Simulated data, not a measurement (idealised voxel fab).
This section sets out a process module, namely voxel tone inversion.
Cross-section cut spans 180 nm and uses square cells 5 nm in size.
If you're reading a cross-section in this doc, picture square cells in a grid; it comes to you as bands, top ones listed first down to the bottom, and a band can be one or more rows of cells. Look at the band entry: it leads with the top's height and the bottom's height in nm. Then it lists the materials left to right, with a width in nm for each. The word "full width" on a single material says that material fills the band edge to edge. The word "air" is empty space. Convention: height 0 is the level below which the wafer, as received, is all one material. The lowest band does not terminate at the bottom but continues downward, represented as "0 nm and below". Top row gets the first number, bottom row gets the second, and each row in between changes by the same step: that is how a band width like "30->40" works. "remained unchanged" means the step left every cell of the cross-section as it was. Closed-off voids of 8+ cells (no open route to the top) go in "Closed void listing", written width x height at distance from the left edge, in nm. Formally, on a step line, whatever follows the settings is a remark that the simulator itself makes on the step. The "overlay nm" setting may appear on a step's line; for a step that uses a mask, it gives how far to the right of its planned position the mask lay, and a negative value indicates the left.

Intended process steps:
- 1: RECEIVE: material Si
- 2: CONFORMAL_DEP: material SiCN, thk nm 10
- 3: DIRECTIONAL_DEP: material polySi, thk nm 25
- 4: PATTERN: tone cover, mask id POSTS, material resist, width nm 15, pitch nm 35, thk nm 30, overlay nm 0
- 5: DIRECTIONAL_ETCH: etch materials polySi, depth nm 25
- 6: STRIP: etch materials resist
- 7: FILL_DEP: material SiO2, thk nm 5
- 8: CMP: height nm 35
- 9: STRIP: etch materials polySi
- 10: CONFORMAL_DEP: material TiN, thk nm 5
- 11: FILL_DEP: material W, thk nm 10
- 12: CMP: height nm 35
- 13: CONFORMAL_DEP: material SiCN, thk nm 5

Shown in cross-section is the wafer as received, that is, as it stands after step 1:
> 0 nm and below: Si full width
> Closed void listing: none

First wafer at the end, as planned:
> 40 nm to 35 nm: SiCN full width
> 35 nm to 15 nm: 65 SiO2, 5 TiN, 5 W, 5 TiN, 20 SiO2, 5 TiN, 5 W, 5 TiN, 65 SiO2
> 15 nm to 10 nm: 65 SiO2, 15 TiN, 20 SiO2, 15 TiN, 65 SiO2
> 10 nm to 0 nm: SiCN full width
> 0 nm and below: Si full width
> Closed void listing: none

Wafer two, end of module, cross-section. Same start, same plan as wafer one. One mistake in the run:
> 55 nm to 50 nm: SiCN full width
> 50 nm to 40 nm: W full width
> 40 nm to 35 nm: 70 TiN, 5 W, 30 TiN, 5 W, 70 TiN
> 35 nm to 15 nm: 65 SiO2, 5 TiN, 5 W, 5 TiN, 20 SiO2, 5 TiN, 5 W, 5 TiN, 65 SiO2
> 15 nm to 10 nm: 65 SiO2, 15 TiN, 20 SiO2, 15 TiN, 65 SiO2
> 10 nm to 0 nm: SiCN full width
> 0 nm and below: Si full width
> Closed void listing: none
Want to know what went wrong? step 12 of the plan never got run, it was skipped over
Bottom line after processing is that, in cells, the second wafer is up or down on some materials versus the first: TiN +34; W +74
